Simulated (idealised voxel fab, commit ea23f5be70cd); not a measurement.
The process module presented herein is designated voxel self aligned contacts.
Cross-section cut: width 150 nm, square cells of 5 nm.
Cross-section, as written here: a square-cell grid given band by band from the top down, where a band holds one or more rows of cells. Per band: top height and bottom height in nm, followed by the left-to-right materials and their widths in nm; "throughout" marks a single material spanning edge to edge, "blank" marks empty space. All heights in this document are referenced to 0, defined as the level beneath which the wafer, as received, consists entirely of one material. The lowest band is not bounded below; it extends indefinitely downward and is written in the form "from 0 down". Quick explanation for "30->40": the width changes in equal steps down the rows of cells, from the first number in the band's top row to the second number in its bottom row. When a step is marked "all unchanged", none of the cells in the cross-section changed during that step. Entry "Closed cavity list" = empty spaces >= 8 cells with no open way to the top; each as width x height at distance, distance from left edge, all nm. Anything after a step's settings on that line? It's the simulator's own note about the step. Steps that use a mask can have "overlay nm" on their line. It says how far the mask sat to the right of where it was meant to be. Negative means to the left.
[So here's the lineup of process steps we planned]
step 1: RECEIVE with material Si
step 2: CONFORMAL_DEP with material SiO2, thk nm 5
step 3: DIRECTIONAL_DEP with material polySi, thk nm 30
step 4: DIRECTIONAL_DEP with material SiN, thk nm 20
step 5: MASKED_ETCH with tone cover, mask id GATE, width nm 30, pitch nm 60, etch materials SiN, depth nm 20, overlay nm 0
step 6: MASKED_ETCH with tone cover, mask id GATE, width nm 30, pitch nm 60, etch materials polySi, depth nm 30, overlay nm 0
step 7: CONFORMAL_DEP with material SiN, thk nm 5
step 8: DIRECTIONAL_ETCH with etch materials SiN, depth nm 5
step 9: FILL_DEP with material SiO2, thk nm 20
step 10: CMP with height nm 65
step 11: DIRECTIONAL_DEP with material aC, thk nm 15
step 12: PATTERN with tone open, mask id CONTACT, material resist, width nm 30, thk nm 30, overlay nm 0
step 13: DIRECTIONAL_ETCH with etch materials aC, depth nm 15
step 14: STRIP with etch materials resist
step 15: DIRECTIONAL_ETCH with etch materials SiO2, depth nm 65
step 16: STRIP with etch materials aC
step 17: CONFORMAL_DEP with material TiN, thk nm 5
step 18: FILL_DEP with material W, thk nm 5
step 19: CMP with height nm 65
step 20: CONFORMAL_DEP with material SiN, thk nm 5
It is noted that the wafers described herein are identical at the outset and are distinguished by the width nm of step 12; the value stated in the plan corresponds to the first wafer.
[Cut through the first of several wafers as received, post step 1]
- from 0 down: Si throughout
- Closed cavity list: none
[First of several wafers: cross-section at the end of the module, after step 20, its last step]
- from 70 to 65: SiN throughout
- from 65 to 55: 60 nm SiO2 / 5->10 nm TiN / 20->10 nm W / 5->10 nm TiN / 60 nm SiO2
- from 55 to 35: 25 nm SiO2 / 40 nm SiN / 5 nm TiN / 10 nm W / 5 nm TiN / 40 nm SiN / 25 nm SiO2
- from 35 to 5: 25 nm SiO2 / 5 nm SiN / 30 nm polySi / 5 nm SiN / 5 nm TiN / 10 nm W / 5 nm TiN / 5 nm SiN / 30 nm polySi / 5 nm SiN / 25 nm SiO2
- from 5 to 0: 65 nm SiO2 / 20 nm TiN / 65 nm SiO2
- from 0 down: Si throughout
- Closed cavity list: none
[last wafer at the end]
- from 70 to 65: SiN throughout
- from 65 to 55: 50 nm SiO2 / 5->20 nm TiN / 45->10 nm W / 5->25 nm TiN / 45 nm SiO2
- from 55 to 35: 25 nm SiO2 / 40 nm SiN / 5 nm TiN / 10 nm W / 5 nm TiN / 40 nm SiN / 25 nm SiO2
- from 35 to 5: 25 nm SiO2 / 5 nm SiN / 30 nm polySi / 5 nm SiN / 5 nm TiN / 10 nm W / 5 nm TiN / 5 nm SiN / 30 nm polySi / 5 nm SiN / 25 nm SiO2
- from 5 to 0: 65 nm SiO2 / 20 nm TiN / 65 nm SiO2
- from 0 down: Si throughout
- Closed cavity list: none
[So in this table every wafer gets its own row, and what you see is where it stands at the end of the module: for each material, how many cells it picked up (+) or gave up (-) since we received it, and after that its closed voids]
width nm 30 | +118 SiN | +174 SiO2 | +30 TiN | +26 W | +72 polySi | Closed cavity list: none
width nm 35 | +118 SiN | +172 SiO2 | +31 TiN | +27 W | +72 polySi | Closed cavity list: none
width nm 40 | +118 SiN | +170 SiO2 | +32 TiN | +28 W | +72 polySi | Closed cavity list: none
width nm 45 | +118 SiN | +168 SiO2 | +33 TiN | +29 W | +72 polySi | Closed cavity list: none
width nm 50 | +118 SiN | +166 SiO2 | +34 TiN | +30 W | +72 polySi | Closed cavity list: none
width nm 55 | +118 SiN | +164 SiO2 | +35 TiN | +31 W | +72 polySi | Closed cavity list: none
